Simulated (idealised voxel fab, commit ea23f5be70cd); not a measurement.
process module | voxel transistor to metal
cross-section cut | 180 nm wide | cells 5 nm
A cross-section is a grid of square cells, given in bands from the top down. A band is one or more rows of cells.
Each band's line starts with the height of the band's top and of its bottom, in nm. Then come its materials from left to right, each with its width in nm. One material with "throughout" fills the band from edge to edge. "air" is empty space.
Height 0 is the level under which the wafer as received is all one material. The lowest band goes on downwards, as in "0 down".
A width such as "30 to 40" changes by the same amount from each row of cells to the next, from the band's top row to its bottom row.
"no change" after a step means that no cell of the cross-section changed.
closed voids: empty space of 8 cells or more with no open way to the top, each as width x height at its distance from the left edge, in nm
after a step's settings: what the simulator itself notes on the step
overlay nm, on a step with a mask: how far to the right of its planned place the mask lay; to the left if negative
plan
1 op RECEIVE | material Si
2 op CONFORMAL_DEP | material SiO2 | thk nm 5
3 op CONFORMAL_DEP | material SiN | thk nm 10
4 op PATTERN | tone cover | mask id ACTIVE | material resist | width nm 105 | thk nm 20 | overlay nm 0
5 op DIRECTIONAL_ETCH | etch materials SiN | depth nm 10
6 op DIRECTIONAL_ETCH | etch materials SiO2 | depth nm 5
7 op DIRECTIONAL_ETCH | etch materials Si | depth nm 20
8 op STRIP | etch materials resist
9 op OXIDIZE | depth nm 5
10 op FILL_DEP | material SiO2 | thk nm 10
11 op CMP | height nm 15
12 op SELECTIVE_ETCH | etch materials SiO2 | depth nm 5
13 op STRIP | etch materials SiN
14 op SELECTIVE_ETCH | etch materials SiO2 | depth nm 5
15 op OXIDIZE | depth nm 5
16 op DIRECTIONAL_DEP | material polySi | thk nm 20
17 op DIRECTIONAL_DEP | material SiCN | thk nm 10
18 op PATTERN | tone cover | mask id GATE | material resist | width nm 25 | thk nm 20 | overlay nm 0
19 op DIRECTIONAL_ETCH | etch materials SiCN | depth nm 20
20 op DIRECTIONAL_ETCH | etch materials polySi | depth nm 30
21 op STRIP | etch materials resist
22 op CONFORMAL_DEP | material SiN | thk nm 10
23 op DIRECTIONAL_ETCH | etch materials SiN | depth nm 10
24 op DIRECTIONAL_ETCH | etch materials SiO2 | depth nm 5
25 op DIRECTIONAL_ETCH | etch materials Si | depth nm 10
26 op EPI | material nSi | thk nm 10
27 op FILL_DEP | material SiO2 | thk nm 10
28 op CMP | height nm 30
29 op DIRECTIONAL_DEP | material SiO2 | thk nm 10
30 op DIRECTIONAL_DEP | material aC | thk nm 15
31 op PATTERN | tone open | mask id CONTACT | material resist | width nm 25 | pitch nm 60 | thk nm 35 | overlay nm 0
32 op DIRECTIONAL_ETCH | etch materials aC | depth nm 15
33 op STRIP | etch materials resist
34 op DIRECTIONAL_ETCH | etch materials SiO2 | depth nm 45
35 op STRIP | etch materials aC
36 op CONFORMAL_DEP | material TiN | thk nm 5
37 op FILL_DEP | material Ru | thk nm 10
38 op CMP | height nm 40
39 op DIRECTIONAL_DEP | material TiN | thk nm 5
40 op DIRECTIONAL_DEP | material W | thk nm 25
41 op DIRECTIONAL_DEP | material aC | thk nm 15
42 op PATTERN | tone cover | mask id METAL_1 | material resist | width nm 15 | pitch nm 70 | thk nm 35 | overlay nm 0
43 op DIRECTIONAL_ETCH | etch materials aC | depth nm 15
44 op STRIP | etch materials resist
45 op DIRECTIONAL_ETCH | etch materials W | depth nm 25
46 op DIRECTIONAL_ETCH | etch materials TiN | depth nm 5
47 op STRIP | etch materials aC
48 op CONFORMAL_DEP | material SiN | thk nm 5
49 op FILL_DEP | material lowk | thk nm 10
50 op CMP | height nm 70
51 op CONFORMAL_DEP | material SiCN | thk nm 5
52 op DIRECTIONAL_DEP | material lowk | thk nm 30
53 op DIRECTIONAL_DEP | material aC | thk nm 15
54 op PATTERN | tone open | mask id METAL_2 | material resist | width nm 15 | pitch nm 70 | thk nm 35 | overlay nm 0
55 op DIRECTIONAL_ETCH | etch materials aC | depth nm 15
56 op STRIP | etch materials resist
57 op DIRECTIONAL_ETCH | etch materials lowk | depth nm 15
58 op STRIP | etch materials aC
59 op MASKED_ETCH | tone open | mask id METAL_2_HOLES | width nm 15 | pitch nm 70 | etch materials lowk | depth nm 15 | overlay nm 0
60 op MASKED_ETCH | tone open | mask id METAL_2_HOLES | width nm 15 | pitch nm 70 | etch materials SiCN | depth nm 5 | overlay nm 0
61 op CONFORMAL_DEP | material TiN | thk nm 5
62 op FILL_DEP | material Cu | thk nm 10
63 op CMP | height nm 105
64 op CONFORMAL_DEP | material SiCN | thk nm 5
as received, after step 1
  0 down: Si throughout
  closed voids: none
first wafer at the end, as planned
  110 to 105: SiCN throughout
  105 to 75: lowk 45 | TiN 5 | Cu 5 | TiN 5 | lowk 55 | TiN 5 | Cu 5 | TiN 5 | lowk 50
  75 to 70: SiCN 45 | TiN 15 | SiCN 55 | TiN 15 | SiCN 50
  70 to 45: lowk 40 | SiN 5 | W 15 | SiN 5 | lowk 45 | SiN 5 | W 15 | SiN 5 | lowk 45
  45 to 40: SiN 45 | TiN 15 | SiN 55 | TiN 15 | SiN 50
  40 to 30: SiO2 45 | TiN 5 | Ru 15 to 10 | TiN 5 to 10 | SiO2 35 | TiN 5 to 10 | Ru 15 to 10 | TiN 5 | SiO2 50
  30 to 20: SiO2 45 | TiN 5 | Ru 10 | TiN 5 | SiN 10 | SiCN 25 | SiN 10 | TiN 5 | Ru 10 | TiN 5 | SiO2 50
  20 to 10: SiO2 45 | TiN 5 | Ru 10 | TiN 5 | SiN 10 | polySi 25 | SiN 10 | TiN 5 | Ru 10 | TiN 5 | SiO2 50
  10 to 5: SiO2 45 | TiN 20 | SiN 10 | polySi 25 | SiN 10 | TiN 20 | SiO2 50
  5 to 0: SiO2 30 | SiN 10 | SiO2 5 | TiN 10 | nSi 10 | SiN 10 | polySi 25 | SiN 10 | nSi 10 | TiN 10 | SiO2 5 | SiN 10 | SiO2 35
  0 to -5: SiO2 45 | TiN 10 | nSi 10 | SiO2 45 | nSi 10 | TiN 10 | SiO2 50
  -5 to -15: SiO2 40 | nSi 25 | Si 45 | nSi 25 | SiO2 45
  -15 to -25: SiO2 40 | Si 95 | SiO2 45
  -25 down: Si throughout
  closed voids: none
second wafer at the end: like start, like plan, one mistake
  110 to 105: SiCN throughout
  105 to 75: lowk 45 | TiN 5 | Cu 5 | TiN 5 | lowk 55 | TiN 5 | Cu 5 | TiN 5 | lowk 50
  75 to 70: SiCN 45 | TiN 15 | SiCN 55 | TiN 15 | SiCN 50
  70 to 45: lowk 35 | SiN 5 | W 25 | SiN 5 | lowk 35 | SiN 5 | W 25 | SiN 5 | lowk 40
  45 to 40: SiN 40 | TiN 25 | SiN 45 | TiN 25 | SiN 45
  40 to 30: SiO2 45 | TiN 5 | Ru 15 to 10 | TiN 5 to 10 | SiO2 35 | TiN 5 to 10 | Ru 15 to 10 | TiN 5 | SiO2 50
  30 to 20: SiO2 45 | TiN 5 | Ru 10 | TiN 5 | SiN 10 | SiCN 25 | SiN 10 | TiN 5 | Ru 10 | TiN 5 | SiO2 50
  20 to 10: SiO2 45 | TiN 5 | Ru 10 | TiN 5 | SiN 10 | polySi 25 | SiN 10 | TiN 5 | Ru 10 | TiN 5 | SiO2 50
  10 to 5: SiO2 45 | TiN 20 | SiN 10 | polySi 25 | SiN 10 | TiN 20 | SiO2 50
  5 to 0: SiO2 30 | SiN 10 | SiO2 5 | TiN 10 | nSi 10 | SiN 10 | polySi 25 | SiN 10 | nSi 10 | TiN 10 | SiO2 5 | SiN 10 | SiO2 35
  0 to -5: SiO2 45 | TiN 10 | nSi 10 | SiO2 45 | nSi 10 | TiN 10 | SiO2 50
  -5 to -15: SiO2 40 | nSi 25 | Si 45 | nSi 25 | SiO2 45
  -15 to -25: SiO2 40 | Si 95 | SiO2 45
  -25 down: Si throughout
  closed voids: none
what went wrong: step 42 ran as: op PATTERN | tone cover | mask id METAL_1 | material resist | width nm 25 | pitch nm 70 | thk nm 35 | overlay nm 0
at the end the second wafer has, in cells: 4 fewer of SiN | 4 more of TiN | 20 more of W | 20 fewer of lowk
